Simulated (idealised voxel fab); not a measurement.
This section sets out a process module, namely voxel transistor to metal.
Square cells of 5 nm make up the cross-section cut, whose width is 260 nm.
We lay out every cross-section as a grid of square cells and spell it out in bands from the top down, where one band means one or more rows of cells.
Each band's line starts with the height of the band's top and of its bottom, in nm. Then come its materials from left to right, each with its width in nm. One material with "everywhere" fills the band from edge to edge. "empty" is empty space.
The reference from which all heights are counted is 0, the level beneath which the as-received wafer is entirely one material; the lowest band, having no lower bound, proceeds downward and is written after the example "0 -> down".
Per-row width for "30..40": begins at first number (top row of band), ends at second number (bottom row), increment between rows held constant.
Step note "nothing different" = no cross-section cell changed.
The label "closed voids" introduces a list of the empty spaces, 8 cells or larger, that have no open way up to the top; each entry in it reads width x height at distance, where the distance is taken from the left edge and all three are stated in nm.
Note: text after step settings on the step line = simulator remark on that step.
The setting "overlay nm" may be written on the line of a step. When the step uses a mask, the value reports how far to the right of the planned place the mask lay, and a negative value reports that it lay to the left.
PLANNED STEP LIST FOR THE PROCESS
1: RECEIVE: material Si
2: CONFORMAL_DEP: material SiO2, thk nm 5
3: CONFORMAL_DEP: material SiN, thk nm 15
4: PATTERN: tone cover, mask id ACTIVE, material resist, width nm 90, pitch nm 120, thk nm 20, overlay nm 0
5: DIRECTIONAL_ETCH: etch materials SiN, depth nm 15
6: DIRECTIONAL_ETCH: etch materials SiO2, depth nm 5
7: DIRECTIONAL_ETCH: etch materials Si, depth nm 30
8: STRIP: etch materials resist
9: FILL_DEP: material SiO2, thk nm 5
10: CMP: height nm 20
11: SELECTIVE_ETCH: etch materials SiO2, depth nm 15
12: STRIP: etch materials SiN
13: SELECTIVE_ETCH: etch materials SiO2, depth nm 5
14: OXIDIZE: depth nm 5
15: DIRECTIONAL_DEP: material polySi, thk nm 25
16: DIRECTIONAL_DEP: material SiCN, thk nm 10
17: MASKED_ETCH: tone cover, mask id GATE, width nm 20, pitch nm 120, etch materials SiCN, depth nm 20, overlay nm 0
18: MASKED_ETCH: tone cover, mask id GATE, width nm 20, pitch nm 120, etch materials polySi, depth nm 35, overlay nm 0
19: CONFORMAL_DEP: material SiN, thk nm 5
20: DIRECTIONAL_ETCH: etch materials SiN, depth nm 5
21: DIRECTIONAL_ETCH: etch materials SiO2, depth nm 5
22: EPI: material SiGe, thk nm 5
23: FILL_DEP: material SiO2, thk nm 5
24: CMP: height nm 35
25: DIRECTIONAL_DEP: material SiO2, thk nm 10
26: DIRECTIONAL_DEP: material aC, thk nm 15
27: PATTERN: tone open, mask id CONTACT, material resist, width nm 25, thk nm 30, overlay nm 0
28: DIRECTIONAL_ETCH: etch materials aC, depth nm 15
29: STRIP: etch materials resist
30: DIRECTIONAL_ETCH: etch materials SiO2, depth nm 45
31: STRIP: etch materials aC
32: CONFORMAL_DEP: material TiN, thk nm 5
33: FILL_DEP: material W, thk nm 10
34: CMP: height nm 45
35: CONFORMAL_DEP: material SiN, thk nm 5
36: DIRECTIONAL_DEP: material SiO2, thk nm 25
37: DIRECTIONAL_DEP: material aC, thk nm 15
38: PATTERN: tone open, mask id METAL_1, material resist, width nm 15, thk nm 35, overlay nm 0
39: DIRECTIONAL_ETCH: etch materials aC, depth nm 15
40: STRIP: etch materials resist
41: DIRECTIONAL_ETCH: etch materials SiO2, depth nm 25
42: DIRECTIONAL_ETCH: etch materials SiN, depth nm 5
43: STRIP: etch materials aC
44: CONFORMAL_DEP: material TiN, thk nm 5
45: FILL_DEP: material Cu, thk nm 5
46: CMP: height nm 75
47: EPI: material Ru, thk nm 5
48: FILL_DEP: material SiCN, thk nm 5
49: DIRECTIONAL_DEP: material lowk, thk nm 25
50: PATTERN: tone open, mask id METAL_2, material resist, width nm 15, pitch nm 120, thk nm 15, overlay nm 0
51: DIRECTIONAL_ETCH: etch materials lowk, depth nm 15
52: STRIP: etch materials resist
53: DIRECTIONAL_DEP: material aC, thk nm 10
54: PATTERN: tone open, mask id METAL_2_HOLES, material resist, width nm 15, pitch nm 120, thk nm 30, overlay nm 0
55: DIRECTIONAL_ETCH: etch materials aC, depth nm 10
56: STRIP: etch materials resist
57: DIRECTIONAL_ETCH: etch materials lowk, depth nm 10
58: DIRECTIONAL_ETCH: etch materials SiCN, depth nm 5
59: STRIP: etch materials aC
60: CONFORMAL_DEP: material TiN, thk nm 5
61: FILL_DEP: material Cu, thk nm 5
62: CMP: height nm 110
63: CONFORMAL_DEP: material SiN, thk nm 5
THE CROSS-SECTION HERE SHOWS THE WAFER AS RECEIVED, I.E. IN ITS STATE AFTER STEP 1
- 0 -> down = Si everywhere
- closed voids: none
THE FOLLOWING CROSS-SECTION DEPICTS THE WAFER UPON CONCLUSION OF THE MODULE. PROCESSING COMMENCED FROM THE STARTING CONDITION ILLUSTRATED ABOVE AND ADHERED TO THE PLAN ILLUSTRATED ABOVE, SAVE FOR ONE MISTAKE IN EXECUTION
- 115 -> 110 = SiN everywhere
- 110 -> 85 = 30 of lowk, 5 of TiN, 5 of Cu, 5 of TiN, 105 of lowk, 5 of TiN, 5 of Cu, 5 of TiN, 95 of lowk
- 85 -> 80 = 30 of SiCN, 15 of TiN, 105 of SiCN, 15 of TiN, 95 of SiCN
- 80 -> 75 = 25 of SiCN, 25 of Ru, 40 of SiCN, 25 of Ru, 30 of SiCN, 25 of Ru, 40 of SiCN, 25 of Ru, 25 of SiCN
- 75 -> 50 = 30 of SiO2, 5 of TiN, 5 of Cu, 5 of TiN, 50 of SiO2, 5 of TiN, 5 of Cu, 5 of TiN, 40 of SiO2, 5 of TiN, 5 of Cu, 5 of TiN, 50 of SiO2, 5 of TiN, 5 of Cu, 5 of TiN, 30 of SiO2
- 50 -> 45 = 30 of SiN, 15 of TiN, 50 of SiN, 15 of TiN, 40 of SiN, 15 of TiN, 50 of SiN, 15 of TiN, 30 of SiN
- 45 -> 40 = 25 of W, 5 of TiN, 25 of SiO2, 5 of TiN, 20 of W, 5 of TiN, 25 of SiO2, 5 of TiN, 30 of W, 5 of TiN, 25 of SiO2, 5 of TiN, 20 of W, 5 of TiN, 25 of SiO2, 5 of TiN, 25 of W
- 40 -> 35 = 25 of W, 5 of TiN, 25 of SiO2, 30 of TiN, 25 of SiO2, 5 of TiN, 30 of W, 5 of TiN, 25 of SiO2, 30 of TiN, 25 of SiO2, 5 of TiN, 25 of W
- 35 -> 25 = 25 of W, 5 of TiN, 25 of SiO2, 5 of SiN, 20 of SiCN, 5 of SiN, 25 of SiO2, 5 of TiN, 30 of W, 5 of TiN, 25 of SiO2, 5 of SiN, 20 of SiCN, 5 of SiN, 25 of SiO2, 5 of TiN, 25 of W
- 25 -> 5 = 25 of W, 5 of TiN, 25 of SiO2, 5 of SiN, 20 of polySi, 5 of SiN, 25 of SiO2, 5 of TiN, 30 of W, 5 of TiN, 25 of SiO2, 5 of SiN, 20 of polySi, 5 of SiN, 25 of SiO2, 5 of TiN, 25 of W
- 5 -> 0 = 30 of TiN, 25 of SiO2, 5 of SiN, 20 of polySi, 5 of SiN, 25 of SiO2, 40 of TiN, 25 of SiO2, 5 of SiN, 20 of polySi, 5 of SiN, 25 of SiO2, 30 of TiN
- 0 -> -5 = 20 of SiO2, 35 of SiGe, 30 of SiO2, 35 of SiGe, 20 of SiO2, 35 of SiGe, 30 of SiO2, 35 of SiGe, 20 of SiO2
- -5 -> -30 = 25 of SiO2, 90 of Si, 30 of SiO2, 90 of Si, 25 of SiO2
- -30 -> down = Si everywhere
- closed voids: none
What was the processing mistake? step 27 was processed under conditions differing from the plan, specifically as PATTERN: tone cover, mask id CONTACT, material resist, width nm 25, thk nm 30, overlay nm 0
